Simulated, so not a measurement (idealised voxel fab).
Process module under the name voxel transistor to metal
cross-section cut | 215 nm wide | cells 5 nm
A cross-section in this document is a grid of square cells, and it is written down as bands, the top band listed before the ones below it; a band is made up of one or more rows of cells. Look at the band entry: it leads with the top's height and the bottom's height in nm. Then it lists the materials left to right, with a width in nm for each. The word "throughout" on a single material says that material fills the band edge to edge. The word "empty" is empty space. Height reference: 0 = level under which incoming wafer is all one material. Lowest band: no bottom, runs on downward, e.g. "0 and below". Width spec "30..40" -> top row of cells at first value, bottom row at second value, equal per-row change in between. When a step is marked "no modification", none of the cells in the cross-section changed during that step. "Sealed voids" lists enclosed empty spaces (at least 8 cells, no open path upward to the top), each as width x height at distance from the left edge, in nm. The remark found on a step's line after its settings is issued by the simulator itself and pertains to that step. A step line may carry the setting "overlay nm", which, for steps involving a mask, states the distance by which the mask lay to the right of its intended position; negative values denote displacement to the left.
The planned process steps are enumerated hereunder
1 RECEIVE with material Si
2 OXIDIZE with depth nm 5
3 CONFORMAL_DEP with material SiN, thk nm 10
4 DIRECTIONAL_DEP with material aC, thk nm 10
5 PATTERN with tone cover, mask id ACTIVE, material resist, width nm 120, thk nm 25, overlay nm 0
6 DIRECTIONAL_ETCH with etch materials aC, depth nm 10
7 STRIP with etch materials resist
8 DIRECTIONAL_ETCH with etch materials SiN, depth nm 10
9 DIRECTIONAL_ETCH with etch materials SiO2, depth nm 5
10 DIRECTIONAL_ETCH with etch materials Si, depth nm 25
11 STRIP with etch materials aC
12 FILL_DEP with material SiO2, thk nm 15
13 CMP with height nm 10
14 SELECTIVE_ETCH with etch materials SiO2, depth nm 5
15 STRIP with etch materials SiN
16 SELECTIVE_ETCH with etch materials SiO2, depth nm 5
17 OXIDIZE with depth nm 5
18 DIRECTIONAL_DEP with material polySi, thk nm 20
19 DIRECTIONAL_DEP with material SiCN, thk nm 10
20 MASKED_ETCH with tone cover, mask id GATE, width nm 30, etch materials SiCN, depth nm 20, overlay nm 0
21 MASKED_ETCH with tone cover, mask id GATE, width nm 30, etch materials polySi, depth nm 30, overlay nm 0
22 CONFORMAL_DEP with material SiO2, thk nm 5
23 DIRECTIONAL_ETCH with etch materials SiO2, depth nm 5
24 CONFORMAL_DEP with material SiN, thk nm 5
25 DIRECTIONAL_ETCH with etch materials SiN, depth nm 5
26 DIRECTIONAL_ETCH with etch materials SiO2, depth nm 5
27 EPI with material pSi, thk nm 5
28 FILL_DEP with material SiO2, thk nm 10
29 CMP with height nm 15
30 STRIP with etch materials polySi
31 SELECTIVE_ETCH with etch materials SiO2, depth nm 5
32 CONFORMAL_DEP with material HfO2, thk nm 5
33 CONFORMAL_DEP with material TiN, thk nm 5
34 FILL_DEP with material W, thk nm 10
35 CMP with height nm 10
36 DIRECTIONAL_DEP with material SiO2, thk nm 15
37 MASKED_ETCH with tone open, mask id CONTACT, width nm 20, pitch nm 90, etch materials SiO2, depth nm 30, overlay nm 0
38 CONFORMAL_DEP with material TiN, thk nm 5
39 FILL_DEP with material W, thk nm 10
40 CMP with height nm 25
41 CONFORMAL_DEP with material SiN, thk nm 5
42 DIRECTIONAL_DEP with material SiO2, thk nm 20
43 MASKED_ETCH with tone open, mask id METAL_1, width nm 20, pitch nm 90, etch materials SiO2, depth nm 20, overlay nm 0
44 MASKED_ETCH with tone open, mask id METAL_1, width nm 15, pitch nm 90, etch materials SiN, depth nm 5, overlay nm 0
45 CONFORMAL_DEP with material TiN, thk nm 5
46 FILL_DEP with material Ru, thk nm 5
47 CMP with height nm 50
48 CONFORMAL_DEP with material SiCN, thk nm 5
Among the wafers covered here, the point of difference is the width nm at step 44; their starting state is shared, and the plan presents the value of the first wafer.
Cross-section: the first of several wafers in its as-received state, i.e. following step 1
0 and below = Si throughout
Sealed voids: none
Table: wafers, a row each; end-of-module cell change per material since receipt, gain (+), loss (-); then closed voids
width nm 15, +14 HfO2, +14 Ru, -162 Si, +43 SiCN, +45 SiN, +417 SiO2, +62 TiN, +28 W, +12 pSi, Sealed voids: none
width nm 20, +14 HfO2, +16 Ru, -162 Si, +43 SiCN, +43 SiN, +417 SiO2, +62 TiN, +28 W, +12 pSi, Sealed voids: none
width nm 25, +14 HfO2, +16 Ru, -162 Si, +43 SiCN, +43 SiN, +417 SiO2, +62 TiN, +28 W, +12 pSi, Sealed voids: none
width nm 30, +14 HfO2, +16 Ru, -162 Si, +43 SiCN, +43 SiN, +417 SiO2, +62 TiN, +28 W, +12 pSi, Sealed voids: none
width nm 35, +14 HfO2, +16 Ru, -162 Si, +43 SiCN, +43 SiN, +417 SiO2, +62 TiN, +28 W, +12 pSi, Sealed voids: none
